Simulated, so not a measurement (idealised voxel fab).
process module | voxel wiring stack
cross-section cut | 195 nm wide | cells 5 nm
A cross-section is a grid of square cells, given in bands from the top down. A band is one or more rows of cells.
Each band's line starts with the height of the band's top and of its bottom, in nm. Then come its materials from left to right, each with its width in nm. One material with "throughout" fills the band from edge to edge. "air" is empty space.
Height 0 is the level under which the wafer as received is all one material. The lowest band goes on downwards, as in "0 down".
A width such as "30 to 40" changes by the same amount from each row of cells to the next, from the band's top row to its bottom row.
"no change" after a step means that no cell of the cross-section changed.
closed voids: empty space of 8 cells or more with no open way to the top, each as width x height at its distance from the left edge, in nm
after a step's settings: what the simulator itself notes on the step
overlay nm, on a step with a mask: how far to the right of its planned place the mask lay; to the left if negative
plan
1 op RECEIVE | material Si
2 op CONFORMAL_DEP | material SiO2 | thk nm 15
3 op CONFORMAL_DEP | material SiN | thk nm 5
4 op DIRECTIONAL_DEP | material lowk | thk nm 15
5 op PATTERN | tone open | mask id METAL_1 | material resist | width nm 30 | pitch nm 45 | thk nm 15 | overlay nm 0
6 op DIRECTIONAL_ETCH | etch materials lowk | depth nm 15
7 op DIRECTIONAL_ETCH | etch materials SiN | depth nm 5
8 op STRIP | etch materials resist
9 op CONFORMAL_DEP | material TiN | thk nm 5
10 op FILL_DEP | material Cu | thk nm 10
11 op CMP | height nm 35
12 op EPI | material Ru | thk nm 5
13 op FILL_DEP | material SiCN | thk nm 5
14 op DIRECTIONAL_DEP | material lowk | thk nm 15
15 op PATTERN | tone open | mask id PLUG_1 | material resist | width nm 15 | pitch nm 45 | thk nm 15 | overlay nm 0
16 op DIRECTIONAL_ETCH | etch materials lowk | depth nm 15
17 op DIRECTIONAL_ETCH | etch materials SiCN | depth nm 5
18 op STRIP | etch materials resist
19 op EPI | material Ru | thk nm 10
20 op EPI | material Ru | thk nm 10
21 op DIRECTIONAL_DEP | material TiN | thk nm 5
22 op DIRECTIONAL_DEP | material Ru | thk nm 20
23 op MASKED_ETCH | tone cover | mask id METAL_2 | width nm 30 | pitch nm 45 | etch materials Ru | depth nm 20 | overlay nm 0
24 op MASKED_ETCH | tone cover | mask id METAL_2 | width nm 30 | pitch nm 45 | etch materials TiN | depth nm 5 | overlay nm 0
25 op FILL_DEP | material SiO2 | thk nm 5
26 op CMP | height nm 85
27 op CONFORMAL_DEP | material SiCN | thk nm 5
28 op DIRECTIONAL_DEP | material SiO2 | thk nm 30
29 op PATTERN | tone open | mask id METAL_3 | material resist | width nm 30 | pitch nm 45 | thk nm 15 | overlay nm 0
30 op DIRECTIONAL_ETCH | etch materials SiO2 | depth nm 20
31 op STRIP | etch materials resist
32 op PATTERN | tone open | mask id METAL_3_HOLES | material resist | width nm 15 | pitch nm 90 | thk nm 15 | overlay nm 0
33 op DIRECTIONAL_ETCH | etch materials SiO2 | depth nm 10
34 op DIRECTIONAL_ETCH | etch materials SiCN | depth nm 5
35 op STRIP | etch materials resist
36 op CONFORMAL_DEP | material TiN | thk nm 5
37 op FILL_DEP | material Cu | thk nm 10
38 op CMP | height nm 120
39 op CONFORMAL_DEP | material SiCN | thk nm 5
as received, after step 1
  0 down: Si throughout
  closed voids: none
first wafer at the end, as planned
  125 to 120: SiCN throughout
  120 to 105: SiO2 15 | TiN 5 | Cu 20 | TiN 5 | SiO2 15 | TiN 5 | Cu 20 | TiN 5 | SiO2 15 | TiN 5 | Cu 20 | TiN 5 | SiO2 15 | TiN 5 | Cu 20 | TiN 5 | SiO2 15
  105 to 100: SiO2 15 | TiN 5 | Cu 5 | TiN 20 | SiO2 15 | TiN 30 | SiO2 15 | TiN 5 | Cu 5 | TiN 20 | SiO2 15 | TiN 30 | SiO2 15
  100 to 90: SiO2 15 | TiN 5 | Cu 5 | TiN 5 | SiO2 75 | TiN 5 | Cu 5 | TiN 5 | SiO2 75
  90 to 85: SiCN 15 | TiN 15 | SiCN 75 | TiN 15 | SiCN 75
  85 to 65: SiO2 15 | Ru 30 | SiO2 15 | Ru 30 | SiO2 15 | Ru 30 | SiO2 15 | Ru 30 | SiO2 15
  65 to 60: SiO2 15 | TiN 30 | SiO2 15 | TiN 30 | SiO2 15 | TiN 30 | SiO2 15 | TiN 30 | SiO2 15
  60 to 45: lowk 15 | Ru 15 | lowk 30 | Ru 15 | lowk 30 | Ru 15 | lowk 30 | Ru 15 | lowk 30
  45 to 35: SiCN 15 to 10 | Ru 15 to 40 | SiCN 30 to 5 | Ru 15 to 40 | SiCN 30 to 5 | Ru 15 to 40 | SiCN 30 to 5 | Ru 15 to 40 | SiCN 30 to 10
  35 to 20: lowk 15 | TiN 5 | Cu 20 | TiN 5 | lowk 15 | TiN 5 | Cu 20 | TiN 5 | lowk 15 | TiN 5 | Cu 20 | TiN 5 | lowk 15 | TiN 5 | Cu 20 | TiN 5 | lowk 15
  20 to 15: SiN 15 | TiN 30 | SiN 15 | TiN 30 | SiN 15 | TiN 30 | SiN 15 | TiN 30 | SiN 15
  15 to 0: SiO2 throughout
  0 down: Si throughout
  closed voids: none
second wafer at the end: like start, like plan, one mistake
  125 to 120: SiCN throughout
  120 to 115: Cu throughout
  115 to 110: TiN 20 | Cu 20 | TiN 25 | Cu 20 | TiN 25 | Cu 20 | TiN 25 | Cu 20 | TiN 20
  110 to 100: SiO2 15 | TiN 5 to 20 | Cu 20 to 5 | TiN 5 | SiO2 15 | TiN 5 | Cu 20 | TiN 5 | SiO2 15 | TiN 5 to 20 | Cu 20 to 5 | TiN 5 | SiO2 15 | TiN 5 | Cu 20 | TiN 5 | SiO2 15
  100 to 90: SiO2 30 | TiN 5 | Cu 5 | TiN 5 | SiO2 15 | TiN 5 | Cu 20 | TiN 5 | SiO2 30 | TiN 5 | Cu 5 | TiN 5 | SiO2 15 | TiN 5 | Cu 20 | TiN 5 | SiO2 15
  90 to 85: SiCN 30 | TiN 15 | SiCN 15 | TiN 30 | SiCN 30 | TiN 15 | SiCN 15 | TiN 30 | SiCN 15
  85 to 65: SiO2 15 | Ru 30 | SiO2 15 | Ru 30 | SiO2 15 | Ru 30 | SiO2 15 | Ru 30 | SiO2 15
  65 to 60: SiO2 15 | TiN 30 | SiO2 15 | TiN 30 | SiO2 15 | TiN 30 | SiO2 15 | TiN 30 | SiO2 15
  60 to 45: lowk 15 | Ru 15 | lowk 30 | Ru 15 | lowk 30 | Ru 15 | lowk 30 | Ru 15 | lowk 30
  45 to 35: SiCN 15 to 10 | Ru 15 to 40 | SiCN 30 to 5 | Ru 15 to 40 | SiCN 30 to 5 | Ru 15 to 40 | SiCN 30 to 5 | Ru 15 to 40 | SiCN 30 to 10
  35 to 20: lowk 15 | TiN 5 | Cu 20 | TiN 5 | lowk 15 | TiN 5 | Cu 20 | TiN 5 | lowk 15 | TiN 5 | Cu 20 | TiN 5 | lowk 15 | TiN 5 | Cu 20 | TiN 5 | lowk 15
  20 to 15: SiN 15 | TiN 30 | SiN 15 | TiN 30 | SiN 15 | TiN 30 | SiN 15 | TiN 30 | SiN 15
  15 to 0: SiO2 throughout
  0 down: Si throughout
  closed voids: none
what went wrong: step 32 ran as: op PATTERN | tone cover | mask id METAL_3_HOLES | material resist | width nm 15 | pitch nm 90 | thk nm 15 | overlay nm 0
at the end the second wafer has, in cells: 47 more of Cu | 12 fewer of SiCN | 54 fewer of SiO2 | 19 more of TiN
